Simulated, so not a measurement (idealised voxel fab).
You're looking at the process module voxel double patterning.
Square cells of 5 nm make up the cross-section cut, whose width is 155 nm.
Cross-section format: a grid of square cells, given as bands from top to bottom; each band is one or more rows of cells. The entry gives the band's vertical extent as a top height and a bottom height in nm, then its horizontal make-up as materials from left to right, each with a width in nm. "air" stands for empty space; a single material marked "everywhere" fills the band edge to edge. Heights are expressed relative to 0, this being the level below which the as-received wafer comprises one material exclusively. The lowest band is unbounded in the downward direction and is denoted as in "0 nm and below". Width: "30->40" (first number = top row, second number = bottom row, same change from row to row of cells). Step marked "nothing different"? Then no cell in the cross-section changed in it. Empty spaces without an open route to the top, at least 8 cells in extent, make up the entry "Closed internal cavities"; each is given as width x height at distance, where the distance is measured from the left edge, and all are in nm. Where a step's line continues beyond its settings, the continuation is a remark by the simulator itself on that step. On any step carrying a mask, the "overlay nm" setting, if present on the step's line, tells how far right of its planned place the mask lay; negative values point to the left.

## The steps planned for the process are as follows
step 1: RECEIVE: material Si
step 2: CONFORMAL_DEP: material SiO2, thk nm 10
step 3: DIRECTIONAL_DEP: material TiN, thk nm 15
step 4: DIRECTIONAL_DEP: material SiCN, thk nm 10
step 5: DIRECTIONAL_DEP: material aC, thk nm 15
step 6: PATTERN: tone open, mask id FIRST, material resist, width nm 15, pitch nm 50, thk nm 35, overlay nm -5
step 7: DIRECTIONAL_ETCH: etch materials aC, depth nm 15
step 8: STRIP: etch materials resist
step 9: DIRECTIONAL_ETCH: etch materials SiCN, depth nm 10
step 10: STRIP: etch materials aC
step 11: MASKED_ETCH: tone open, mask id SECOND, width nm 15, pitch nm 50, etch materials SiCN, depth nm 10, overlay nm 0
step 12: DIRECTIONAL_ETCH: etch materials TiN, depth nm 15
step 13: STRIP: etch materials SiCN
varied across the wafers: overlay nm of step 6. The plan shows the first wafer's value. All wafers start alike

## first wafer as received, after step 1
    0 nm and below: Si everywhere
    Closed internal cavities: none

## Row per wafer, end-of-module: cell gain (+)/loss (-) by material since the wafer came in, then closed voids
overlay nm -5; +62 SiO2; +48 TiN; Closed internal cavities: none
overlay nm 0; +62 SiO2; +48 TiN; Closed internal cavities: none
overlay nm 5; +62 SiO2; +48 TiN; Closed internal cavities: none
